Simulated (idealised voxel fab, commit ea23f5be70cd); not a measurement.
process module | voxel transistor to metal
cross-section cut | 210 nm wide | cells 5 nm
A cross-section is a grid of square cells, given in bands from the top down. A band is one or more rows of cells.
Each band's line starts with the height of the band's top and of its bottom, in nm. Then come its materials from left to right, each with its width in nm. One material with "throughout" fills the band from edge to edge. "air" is empty space.
Height 0 is the level under which the wafer as received is all one material. The lowest band goes on downwards, as in "0 down".
A width such as "30 to 40" changes by the same amount from each row of cells to the next, from the band's top row to its bottom row.
"no change" after a step means that no cell of the cross-section changed.
closed voids: empty space of 8 cells or more with no open way to the top, each as width x height at its distance from the left edge, in nm
after a step's settings: what the simulator itself notes on the step
overlay nm, on a step with a mask: how far to the right of its planned place the mask lay; to the left if negative
plan
1 op RECEIVE | material Si
2 op CONFORMAL_DEP | material SiO2 | thk nm 5
3 op CONFORMAL_DEP | material SiN | thk nm 15
4 op DIRECTIONAL_DEP | material aC | thk nm 10
5 op PATTERN | tone cover | mask id ACTIVE | material resist | width nm 85 | thk nm 30 | overlay nm 0
6 op DIRECTIONAL_ETCH | etch materials aC | depth nm 10
7 op STRIP | etch materials resist
8 op DIRECTIONAL_ETCH | etch materials SiN | depth nm 15
9 op DIRECTIONAL_ETCH | etch materials SiO2 | depth nm 5
10 op DIRECTIONAL_ETCH | etch materials Si | depth nm 25
11 op STRIP | etch materials aC
12 op OXIDIZE | depth nm 5
13 op FILL_DEP | material SiO2 | thk nm 15
14 op CMP | height nm 20
15 op SELECTIVE_ETCH | etch materials SiO2 | depth nm 5
16 op STRIP | etch materials SiN
17 op SELECTIVE_ETCH | etch materials SiO2 | depth nm 5
18 op OXIDIZE | depth nm 5
19 op DIRECTIONAL_DEP | material polySi | thk nm 20
20 op DIRECTIONAL_DEP | material SiCN | thk nm 15
21 op MASKED_ETCH | tone cover | mask id GATE | width nm 15 | etch materials SiCN | depth nm 25 | overlay nm 0
22 op MASKED_ETCH | tone cover | mask id GATE | width nm 15 | etch materials polySi | depth nm 30 | overlay nm 0
23 op CONFORMAL_DEP | material SiO2 | thk nm 5
24 op DIRECTIONAL_ETCH | etch materials SiO2 | depth nm 5
25 op CONFORMAL_DEP | material SiN | thk nm 5
26 op DIRECTIONAL_ETCH | etch materials SiN | depth nm 5
27 op DIRECTIONAL_ETCH | etch materials SiO2 | depth nm 5
28 op DIRECTIONAL_ETCH | etch materials Si | depth nm 5
29 op EPI | material pSi | thk nm 10
30 op FILL_DEP | material SiO2 | thk nm 5
31 op CMP | height nm 35
32 op DIRECTIONAL_DEP | material SiO2 | thk nm 15
33 op PATTERN | tone open | mask id CONTACT | material resist | width nm 25 | pitch nm 50 | thk nm 15 | overlay nm 0
34 op DIRECTIONAL_ETCH | etch materials SiO2 | depth nm 50
35 op STRIP | etch materials resist
36 op CONFORMAL_DEP | material TiN | thk nm 5
37 op FILL_DEP | material Ru | thk nm 10
38 op CMP | height nm 50
39 op CONFORMAL_DEP | material SiCN | thk nm 5
40 op DIRECTIONAL_DEP | material lowk | thk nm 15
41 op DIRECTIONAL_DEP | material aC | thk nm 15
42 op PATTERN | tone open | mask id METAL_1 | material resist | width nm 15 | pitch nm 60 | thk nm 30 | overlay nm 0
43 op DIRECTIONAL_ETCH | etch materials aC | depth nm 15
44 op STRIP | etch materials resist
45 op DIRECTIONAL_ETCH | etch materials lowk | depth nm 15
46 op DIRECTIONAL_ETCH | etch materials SiCN | depth nm 5
47 op STRIP | etch materials aC
48 op CONFORMAL_DEP | material TiN | thk nm 5
49 op FILL_DEP | material Ru | thk nm 10
50 op CMP | height nm 70
51 op CONFORMAL_DEP | material SiCN | thk nm 5
52 op DIRECTIONAL_DEP | material SiO2 | thk nm 35
53 op DIRECTIONAL_DEP | material aC | thk nm 15
54 op PATTERN | tone open | mask id METAL_2 | material resist | width nm 15 | pitch nm 60 | thk nm 35 | overlay nm 0
55 op DIRECTIONAL_ETCH | etch materials aC | depth nm 15
56 op STRIP | etch materials resist
57 op DIRECTIONAL_ETCH | etch materials SiO2 | depth nm 20
58 op STRIP | etch materials aC
59 op MASKED_ETCH | tone open | mask id METAL_2_HOLES | width nm 15 | pitch nm 60 | etch materials SiO2 | depth nm 15 | overlay nm 0
60 op MASKED_ETCH | tone open | mask id METAL_2_HOLES | width nm 15 | pitch nm 60 | etch materials SiCN | depth nm 5 | overlay nm 0
61 op CONFORMAL_DEP | material TiN | thk nm 5
62 op FILL_DEP | material Cu | thk nm 5
63 op CMP | height nm 110
64 op CONFORMAL_DEP | material SiN | thk nm 5
as received, after step 1
  0 down: Si throughout
  closed voids: none
first wafer at the end, as planned
  115 to 110: SiN throughout
  110 to 75: SiO2 65 | TiN 5 | Cu 5 | TiN 5 | SiO2 45 | TiN 5 | Cu 5 | TiN 5 | SiO2 70
  75 to 70: SiCN 65 | TiN 15 | SiCN 45 | TiN 15 | SiCN 70
  70 to 55: lowk 65 | TiN 5 | Ru 5 | TiN 5 | lowk 45 | TiN 5 | Ru 5 | TiN 5 | lowk 70
  55 to 50: SiCN 65 | TiN 15 | SiCN 45 | TiN 15 | SiCN 70
  50 to 40: SiO2 65 | TiN 5 | Ru 15 | TiN 5 | SiO2 25 | TiN 5 | Ru 15 | TiN 5 | SiO2 70
  40 to 35: SiO2 65 | TiN 5 | Ru 10 | TiN 10 | SiO2 25 | TiN 10 | Ru 10 | TiN 5 | SiO2 70
  35 to 20: SiO2 65 | TiN 5 | Ru 10 | TiN 5 | SiN 5 | SiO2 5 | SiCN 15 | SiO2 5 | SiN 5 | TiN 5 | Ru 10 | TiN 5 | SiO2 70
  20 to 10: SiO2 65 | TiN 5 | Ru 10 | TiN 5 | SiN 5 | SiO2 5 | polySi 15 | SiO2 5 | SiN 5 | TiN 5 | Ru 10 | TiN 5 | SiO2 70
  10 to 5: SiO2 60 | SiN 5 | TiN 20 | SiN 5 | SiO2 5 | polySi 15 | SiO2 5 | SiN 5 | TiN 20 | SiN 5 | SiO2 65
  5 to 0: SiO2 60 | SiN 5 | TiN 10 | pSi 10 | SiN 5 | SiO2 5 | polySi 15 | SiO2 5 | SiN 5 | pSi 10 | TiN 10 | SiN 5 | SiO2 65
  0 to -5: SiO2 65 | pSi 20 | SiO2 35 | pSi 20 | SiO2 70
  -5 to -10: SiO2 65 | pSi 20 | Si 35 | pSi 20 | SiO2 70
  -10 to -30: SiO2 65 | Si 75 | SiO2 70
  -30 down: Si throughout
  closed voids: none
second wafer at the end: like start, like plan, one mistake
  115 to 110: SiN throughout
  110 to 75: SiO2 65 | TiN 5 | Cu 5 | TiN 5 | SiO2 45 | TiN 5 | Cu 5 | TiN 5 | SiO2 70
  75 to 65: SiCN 65 | TiN 15 | SiCN 45 | TiN 15 | SiCN 70
  65 to 50: lowk throughout
  50 to 40: SiO2 65 | TiN 5 | Ru 15 | TiN 5 | SiO2 25 | TiN 5 | Ru 15 | TiN 5 | SiO2 70
  40 to 35: SiO2 65 | TiN 5 | Ru 10 | TiN 10 | SiO2 25 | TiN 10 | Ru 10 | TiN 5 | SiO2 70
  35 to 20: SiO2 65 | TiN 5 | Ru 10 | TiN 5 | SiN 5 | SiO2 5 | SiCN 15 | SiO2 5 | SiN 5 | TiN 5 | Ru 10 | TiN 5 | SiO2 70
  20 to 10: SiO2 65 | TiN 5 | Ru 10 | TiN 5 | SiN 5 | SiO2 5 | polySi 15 | SiO2 5 | SiN 5 | TiN 5 | Ru 10 | TiN 5 | SiO2 70
  10 to 5: SiO2 60 | SiN 5 | TiN 20 | SiN 5 | SiO2 5 | polySi 15 | SiO2 5 | SiN 5 | TiN 20 | SiN 5 | SiO2 65
  5 to 0: SiO2 60 | SiN 5 | TiN 10 | pSi 10 | SiN 5 | SiO2 5 | polySi 15 | SiO2 5 | SiN 5 | pSi 10 | TiN 10 | SiN 5 | SiO2 65
  0 to -5: SiO2 65 | pSi 20 | SiO2 35 | pSi 20 | SiO2 70
  -5 to -10: SiO2 65 | pSi 20 | Si 35 | pSi 20 | SiO2 70
  -10 to -30: SiO2 65 | Si 75 | SiO2 70
  -30 down: Si throughout
  closed voids: none
what went wrong: steps 39 and 40 were swapped
at the end the second wafer has, in cells: 6 fewer of Ru | 12 fewer of TiN | 18 more of lowk
